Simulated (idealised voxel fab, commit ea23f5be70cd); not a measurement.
process module | voxel ribs on slabs
Square cells of 5 nm make up the cross-section cut, whose width is 200 nm.
Heads up, the way a cross-section reads in here is a grid of square cells, handed over as bands from the top down, with every band being one or more rows of cells. Top height, bottom height, nm. Materials left to right, width each, nm. Single material + "throughout" = fills band edge to edge. "blank" = empty. A quick word on heights: they are counted from 0, and under that level the wafer as it came to us is one material throughout. The lowest band is different from the rest in having no bottom; it simply continues downward, written as in "0 nm and below". The two numbers in a width such as "30 to 40" mark its ends across the band: the first belongs to the top row of cells, the second to the bottom row, and from each row to the next the width moves by the same amount. The cross-section has no changed cell in any step marked "identical to before". You'll see "Trapped voids" listing empty spaces that have no way open to the top, as long as they're 8 cells or more; the notation is width x height at distance, where the distance is from the left edge, and all of it is in nm. It should be noted that, on the line of a given step, the content following the step's settings is a remark produced by the simulator itself with respect to that step. The line of a step may include "overlay nm". On a step with a mask, this value is how far to the right of its planned place the mask lay. A negative value means the mask lay to the left.
The steps planned for the process are as follows
| 1 | RECEIVE: material Si |
| 2 | DIRECTIONAL_DEP: material SiO2, thk nm 20 |
| 3 | DIRECTIONAL_DEP: material SiN, thk nm 25 |
| 4 | PATTERN: tone cover, mask id RIB, material resist, width nm 20, thk nm 20, overlay nm 0 |
| 5 | DIRECTIONAL_ETCH: etch materials SiN, depth nm 5 |
| 6 | STRIP: etch materials resist |
| 7 | PATTERN: tone cover, mask id SLAB, material resist, width nm 80, thk nm 15, overlay nm 0 |
| 8 | DIRECTIONAL_ETCH: etch materials SiN, depth nm 20 |
| 9 | STRIP: etch materials resist |
| 10 | FILL_DEP: material SiO2, thk nm 30 |
| 11 | CMP: height nm 65 |
| 12 | DIRECTIONAL_DEP: material W, thk nm 10 |
| 13 | MASKED_ETCH: tone cover, mask id HEATER, width nm 30, etch materials W, depth nm 10, overlay nm 0 |
| 14 | CONFORMAL_DEP: material SiO2, thk nm 10 |
as received, after step 1
    0 nm and below: Si throughout
    Trapped voids: none
The first of two wafers, cross-sectioned at the end of the module, with the run proceeding as planned
    85 nm to 75 nm: blank (75) / SiO2 (50) / blank (75)
    75 nm to 65 nm: SiO2 (85) / W (30) / SiO2 (85)
    65 nm to 45 nm: SiO2 throughout
    45 nm to 40 nm: SiO2 (90) / SiN (20) / SiO2 (90)
    40 nm to 20 nm: SiO2 (60) / SiN (80) / SiO2 (60)
    20 nm to 0 nm: SiO2 throughout
    0 nm and below: Si throughout
    Trapped voids: none
Cross-section of the latter of the two wafers at module completion. It had an identical start and an identical plan to the former; in running it, one mistake was made
    85 nm to 75 nm: blank (75) / SiO2 (50) / blank (75)
    75 nm to 65 nm: SiO2 (85) / W (30) / SiO2 (85)
    65 nm to 45 nm: SiO2 throughout
    45 nm to 40 nm: SiO2 (90) / SiN (20) / SiO2 (90)
    40 nm to 20 nm: SiO2 (65) / SiN (75) / SiO2 (60)
    20 nm to 0 nm: SiO2 throughout
    0 nm and below: Si throughout
    Trapped voids: none
Where did the run depart from the plan? not per plan at step 7, really ran PATTERN: tone cover, mask id SLAB, material resist, width nm 75, thk nm 15, overlay nm 0
The final cell counts differ between the wafers, with the second having more or fewer of some materials than the first: 4 fewer of SiN, 4 more of SiO2
